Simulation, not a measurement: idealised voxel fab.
A process module follows: voxel transistor to metal.
Section cut is 215 nm wide and gridded with 5 nm square cells.
Format of a cross-section: grid, square cells. Given as bands. Order: top down. Band: one or more rows of cells.
A band entry consists of two parts. The first gives the height of the band's top and the height of its bottom, in nm. The rest lists the band's materials from left to right, each with its width in nm. A single material labelled with the word "all across" fills the band from edge to edge, and the word "air" marks empty space.
Counting heights begins at 0, where everything beneath is, in the wafer as received, one material. The lowest band has no bottom; it goes on downwards, as "z 0 and below" shows.
Per-row width for "30..40": begins at first number (top row of band), ends at second number (bottom row), increment between rows held constant.
Step note "no change" = no cross-section cell changed.
Under "Sealed void list" you'll find the enclosed gaps, the ones with no way out to the top, that are 8 cells or bigger; each reads width x height at distance, with distance counted from the left edge, everything in nm.
If you see something after the settings on a step's line, that's the simulator's own remark about that step.
The optional step-line setting "overlay nm" applies to steps with a mask and quantifies how far to the right of its planned location the mask lay, a negative value indicating leftward placement.

Below is the list of planned process steps:
1) RECEIVE,material Si
2) OXIDIZE,depth nm 5
3) CONFORMAL_DEP,material SiN,thk nm 15
4) MASKED_ETCH,tone cover,mask id ACTIVE,width nm 95,etch materials SiN,depth nm 15,overlay nm 0
5) MASKED_ETCH,tone cover,mask id ACTIVE,width nm 95,etch materials SiO2,depth nm 5,overlay nm 0
6) MASKED_ETCH,tone cover,mask id ACTIVE,width nm 85,etch materials Si,depth nm 35,overlay nm 0
7) OXIDIZE,depth nm 5
8) FILL_DEP,material SiO2,thk nm 10
9) CMP,height nm 15
10) SELECTIVE_ETCH,etch materials SiO2,depth nm 5
11) STRIP,etch materials SiN
12) SELECTIVE_ETCH,etch materials SiO2,depth nm 5
13) OXIDIZE,depth nm 5
14) DIRECTIONAL_DEP,material polySi,thk nm 30
15) DIRECTIONAL_DEP,material SiCN,thk nm 15
16) MASKED_ETCH,tone cover,mask id GATE,width nm 15,etch materials SiCN,depth nm 25,overlay nm 0
17) MASKED_ETCH,tone cover,mask id GATE,width nm 15,etch materials polySi,depth nm 40,overlay nm 0
18) CONFORMAL_DEP,material SiO2,thk nm 5
19) DIRECTIONAL_ETCH,etch materials SiO2,depth nm 5
20) CONFORMAL_DEP,material SiN,thk nm 5
21) DIRECTIONAL_ETCH,etch materials SiN,depth nm 5
22) DIRECTIONAL_ETCH,etch materials SiO2,depth nm 5
23) DIRECTIONAL_ETCH,etch materials Si,depth nm 15
24) EPI,material SiGe,thk nm 20
25) FILL_DEP,material SiO2,thk nm 10
26) CMP,height nm 40
27) DIRECTIONAL_DEP,material SiO2,thk nm 15
28) MASKED_ETCH,tone open,mask id CONTACT,width nm 25,pitch nm 50,etch materials SiO2,depth nm 45,overlay nm 0
29) CONFORMAL_DEP,material TiN,thk nm 5
30) FILL_DEP,material Ru,thk nm 10
31) CMP,height nm 55
32) CONFORMAL_DEP,material SiN,thk nm 5
33) DIRECTIONAL_DEP,material lowk,thk nm 15
34) PATTERN,tone open,mask id METAL_1,material resist,width nm 15,pitch nm 60,thk nm 20,overlay nm 0
35) DIRECTIONAL_ETCH,etch materials lowk,depth nm 15
36) DIRECTIONAL_ETCH,etch materials SiN,depth nm 5
37) STRIP,etch materials resist
38) CONFORMAL_DEP,material TiN,thk nm 5
39) FILL_DEP,material W,thk nm 5
40) CMP,height nm 75
41) EPI,material Ru,thk nm 5
42) FILL_DEP,material SiCN,thk nm 5
Wafers differ in width nm at step 6; plan lists the first wafer's value; identical starting state.

Cross-sectional view of the first of several wafers in the as-received condition, corresponding to the state following step 1:
* z 0 and below = Si all across
* Sealed void list: none

Per wafer (row), end of module: delta in cells per material since receipt, (+) for gained, (-) for lost; closed voids after that:
width nm 85; +46 Ru; -298 Si; +85 SiCN; +64 SiGe; +59 SiN; +580 SiO2; +60 TiN; +6 W; +111 lowk; +18 polySi; Sealed void list: none
width nm 90; +46 Ru; -298 Si; +85 SiCN; +64 SiGe; +59 SiN; +580 SiO2; +60 TiN; +6 W; +111 lowk; +18 polySi; Sealed void list: none
width nm 95; +46 Ru; -298 Si; +85 SiCN; +64 SiGe; +59 SiN; +580 SiO2; +60 TiN; +6 W; +111 lowk; +18 polySi; Sealed void list: none
width nm 100; +46 Ru; -291 Si; +85 SiCN; +68 SiGe; +59 SiN; +569 SiO2; +60 TiN; +6 W; +111 lowk; +18 polySi; Sealed void list: none
width nm 105; +46 Ru; -284 Si; +85 SiCN; +72 SiGe; +59 SiN; +558 SiO2; +60 TiN; +6 W; +111 lowk; +18 polySi; Sealed void list: none
width nm 110; +46 Ru; -277 Si; +85 SiCN; +72 SiGe; +59 SiN; +551 SiO2; +60 TiN; +6 W; +111 lowk; +18 polySi; Sealed void list: none
